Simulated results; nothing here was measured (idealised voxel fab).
The document below concerns the process module designated voxel ribs on slabs.
This is section cut - it's 145 nm across, gridded in 5 nm square cells.
Each cross-section below is a grid of square cells, stated as bands in top-down order, with one or more rows of cells making up each band. Basically the band line says how high the top is and how high the bottom is, in nm, and then what's in it from left to right, every material with its width in nm. Empty space shows up as "air", and if a single material carries "all across" it runs the full band edge to edge. Heights are expressed relative to 0, this being the level below which the as-received wafer comprises one material exclusively. The lowest band is unbounded in the downward direction and is denoted as in "0 -> down". When a width is written as two numbers, as in "30..40", the first number is the width in the top row of cells of the band and the second is the width in its bottom row, and the width changes by the same amount from each row to the next. For the purposes of this document, the phrase "nothing was modified" attached to a step denotes that no cell within the cross-section was modified by that step. "Voids, sealed" enumerates empty spaces isolated from the top, with no open way to it, that contain at least 8 cells, giving each as width x height at distance from the left edge, all three in nm. Read whatever lies past the settings on a step's line as the simulator's own remark about the step. Each step line may optionally specify "overlay nm", which for a step with a mask gives the rightward distance between the mask's planned place and where it lay, a negative value indicating the leftward direction.
# Below is the list of planned process steps
1) RECEIVE: material Si
2) DIRECTIONAL_DEP: material SiO2, thk nm 20
3) DIRECTIONAL_DEP: material polySi, thk nm 20
4) DIRECTIONAL_DEP: material aC, thk nm 15
5) PATTERN: tone cover, mask id RIB, material resist, width nm 15, thk nm 35, overlay nm 0
6) DIRECTIONAL_ETCH: etch materials aC, depth nm 15
7) STRIP: etch materials resist
8) DIRECTIONAL_ETCH: etch materials polySi, depth nm 15
9) STRIP: etch materials aC
10) PATTERN: tone cover, mask id SLAB, material resist, width nm 65, thk nm 20, overlay nm 0
11) DIRECTIONAL_ETCH: etch materials polySi, depth nm 5
12) STRIP: etch materials resist
13) FILL_DEP: material SiO2, thk nm 20
14) CMP: height nm 50
15) DIRECTIONAL_DEP: material W, thk nm 5
16) MASKED_ETCH: tone cover, mask id HEATER, width nm 25, etch materials W, depth nm 5, overlay nm -15
17) CONFORMAL_DEP: material SiN, thk nm 5
Among the wafers covered here, the point of difference is the overlay nm at step 16; their starting state is shared, and the plan presents the value of the first wafer.
# Cross-section of the first of several received wafers, showing its state after step 1
	0 -> down: Si all across
	Voids, sealed: none
# End-of-module cross-section, first of several wafers, after last step 17
	60 -> 55: air (40) / SiN (35) / air (70)
	55 -> 50: SiN (45) / W (25) / SiN (75)
	50 -> 40: SiO2 all across
	40 -> 25: SiO2 (65) / polySi (15) / SiO2 (65)
	25 -> 20: SiO2 (40) / polySi (65) / SiO2 (40)
	20 -> 0: SiO2 all across
	0 -> down: Si all across
	Voids, sealed: none
# Cross-section of the last wafer at end of module
	60 -> 55: air (70) / SiN (35) / air (40)
	55 -> 50: SiN (75) / W (25) / SiN (45)
	50 -> 40: SiO2 all across
	40 -> 25: SiO2 (65) / polySi (15) / SiO2 (65)
	25 -> 20: SiO2 (40) / polySi (65) / SiO2 (40)
	20 -> 0: SiO2 all across
	0 -> down: Si all across
	Voids, sealed: none
# Here is how to read the rows: every wafer has a row, and it shows the wafer at the end of the module, giving for each material how many cells were gained (+) or lost (-) since the wafer was received, then listing its closed voids
overlay nm -15; +31 SiN; +268 SiO2; +5 W; +22 polySi; Voids, sealed: none
overlay nm -10; +31 SiN; +268 SiO2; +5 W; +22 polySi; Voids, sealed: none
overlay nm -5; +31 SiN; +268 SiO2; +5 W; +22 polySi; Voids, sealed: none
overlay nm 0; +31 SiN; +268 SiO2; +5 W; +22 polySi; Voids, sealed: none
overlay nm 5; +31 SiN; +268 SiO2; +5 W; +22 polySi; Voids, sealed: none
overlay nm 10; +31 SiN; +268 SiO2; +5 W; +22 polySi; Voids, sealed: none
overlay nm 15; +31 SiN; +268 SiO2; +5 W; +22 polySi; Voids, sealed: none
